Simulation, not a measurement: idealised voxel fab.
This section sets out a process module, namely voxel released beams.
We display cut, a cross-section 200 nm in width whose square cells are each 5 nm.
A cross-section is a grid of square cells, given in bands from the top down. A band is one or more rows of cells. It is stipulated that each band's entry specify, in nanometres, the height of the top of the band and then that of its bottom, followed by the materials of the band in left-to-right sequence, each together with its width in nanometres. A single material marked by the word "full width" is understood to fill the band from edge to edge; the word "blank" is understood to denote empty space. For the purposes of this specification, 0 denotes the height below which the wafer in its as-received condition is composed wholly of one material, and the lowermost band, lacking a lower limit, extends downward without end, as expressed in "0 -> down". Width spec "30..40" -> top row of cells at first value, bottom row at second value, equal per-row change in between. "no alterations made" means the step left every cell of the cross-section as it was. Entry "Completely sealed voids". Content: empty spaces with no open connection to the top, size 8 cells or greater. Each: width x height at distance. Distance: from left edge. Unit: nm. That trailing text on a step's line, after the settings, is the simulator's own remark on the step. A step's line can hold "overlay nm"; with a mask on that step, the setting says how far right of the planned place the mask lay, while a negative setting says it lay to the left.
STEPS PLANNED FOR THE PROCESS
1: RECEIVE,material Si
2: CONFORMAL_DEP,material SiN,thk nm 10
3: DIRECTIONAL_DEP,material SiO2,thk nm 20
4: MASKED_ETCH,tone open,mask id ANCHOR,width nm 30,etch materials SiO2,depth nm 20,overlay nm 0
5: CONFORMAL_DEP,material TiN,thk nm 10
6: DIRECTIONAL_DEP,material aC,thk nm 15
7: PATTERN,tone cover,mask id BEAM,material resist,width nm 100,thk nm 30,overlay nm 0
8: DIRECTIONAL_ETCH,etch materials aC,depth nm 15
9: STRIP,etch materials resist
10: DIRECTIONAL_ETCH,etch materials TiN,depth nm 10
11: STRIP,etch materials aC
12: STRIP,etch materials SiO2
WAFER AS RECEIVED: CROSS-SECTION FOLLOWING STEP 1
	0 -> down: Si full width
	Completely sealed voids: none
CROSS-SECTION, FIRST OF TWO WAFERS, END OF MODULE, RUN AS PLANNED
	40 -> 30: blank (45); TiN (15); blank (10); TiN (75); blank (55)
	30 -> 20: blank (50); TiN (10); blank (10); TiN (10); blank (120)
	20 -> 10: blank (50); TiN (30); blank (120)
	10 -> 0: SiN full width
	0 -> down: Si full width
	Completely sealed voids: none
SECOND WAFER CROSS-SECTION AT END OF MODULE - SHARED START AND PLAN WITH THE FIRST, ONE MISTAKE IN THE RUN
	0 -> down: Si full width
	Completely sealed voids: none
Against the plan, the run slipped here: step 2, actual vs plan mismatch, actual run CONFORMAL_DEP,material SiO2,thk nm 10
Once processing is complete, comparing cell counts shows that the second wafer has more or fewer of certain materials than the first: SiN -80; TiN -56
